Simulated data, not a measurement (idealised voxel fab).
Module name: voxel fin reveal (process module)
This is section cut - it's 270 nm across, gridded in 5 nm square cells.
Bands, listed from the top down, are how a cross-section gets written in this document; the cross-section itself is a grid of square cells, and a band is one or more rows of them. The band entry comprises the height of the band's top followed by the height of its bottom, expressed in nm, and subsequently the band's materials from left to right, each stated together with its width in nm. Where a single material is marked with the word "everywhere", that material fills the band from edge to edge. The word "air" represents empty space. The level at which height equals 0 is the one under which the wafer, as it arrives, is entirely one material. No lower edge exists for the bottom band, which continues downward and is notated as in "from 0 down". It should be noted that a width expressed as "30->40" varies in equal increments from row to row of cells within the band, taking the value of the first number at the top row and that of the second number at the bottom row. Key: "no alteration" - step with no changed cell in the cross-section. If an empty space has no open way to the top and is at least 8 cells in size, "Closed cavities" lists it, written width x height at distance, where distance is measured from the left edge and every value is in nm. What comes after the settings on a step's line is commentary from the simulator itself on that step. overlay nm: mask offset rightward from planned place, masked step; negative means leftward offset.

-- The planned process steps are enumerated hereunder
1,RECEIVE | material Si
2,CONFORMAL_DEP | material SiN | thk nm 5
3,MASKED_ETCH | tone cover | mask id FINS | width nm 15 | pitch nm 40 | etch materials SiN | depth nm 5 | overlay nm 0
4,MASKED_ETCH | tone cover | mask id FINS | width nm 15 | pitch nm 40 | etch materials Si | depth nm 30 | overlay nm 0
5,OXIDIZE | depth nm 5
6,FILL_DEP | material SiO2 | thk nm 10
7,CMP | height nm 5
8,SELECTIVE_ETCH | etch materials SiO2 | depth nm 20
9,STRIP | etch materials SiN
10,CONFORMAL_DEP | material HfO2 | thk nm 5
It is noted that the wafers described herein are identical at the outset and are distinguished by the depth nm of step 4; the value stated in the plan corresponds to the first wafer.

-- Cross-section of the first of several wafers on receipt, reflecting completion of step 1
* from 0 down: Si everywhere
* Closed cavities: none

-- Tabulated below, wafer by wafer, are the end-of-module results: for each material, the number of cells gained (+) or lost (-) relative to the as-received state, followed by the closed voids
depth nm 30, +72 HfO2, -357 Si, +204 SiO2, Closed cavities: none
depth nm 35, +72 HfO2, -408 Si, +255 SiO2, Closed cavities: none
depth nm 40, +72 HfO2, -459 Si, +306 SiO2, Closed cavities: none
depth nm 45, +72 HfO2, -510 Si, +357 SiO2, Closed cavities: none
depth nm 50, +72 HfO2, -561 Si, +408 SiO2, Closed cavities: none
depth nm 55, +72 HfO2, -612 Si, +459 SiO2, Closed cavities: none
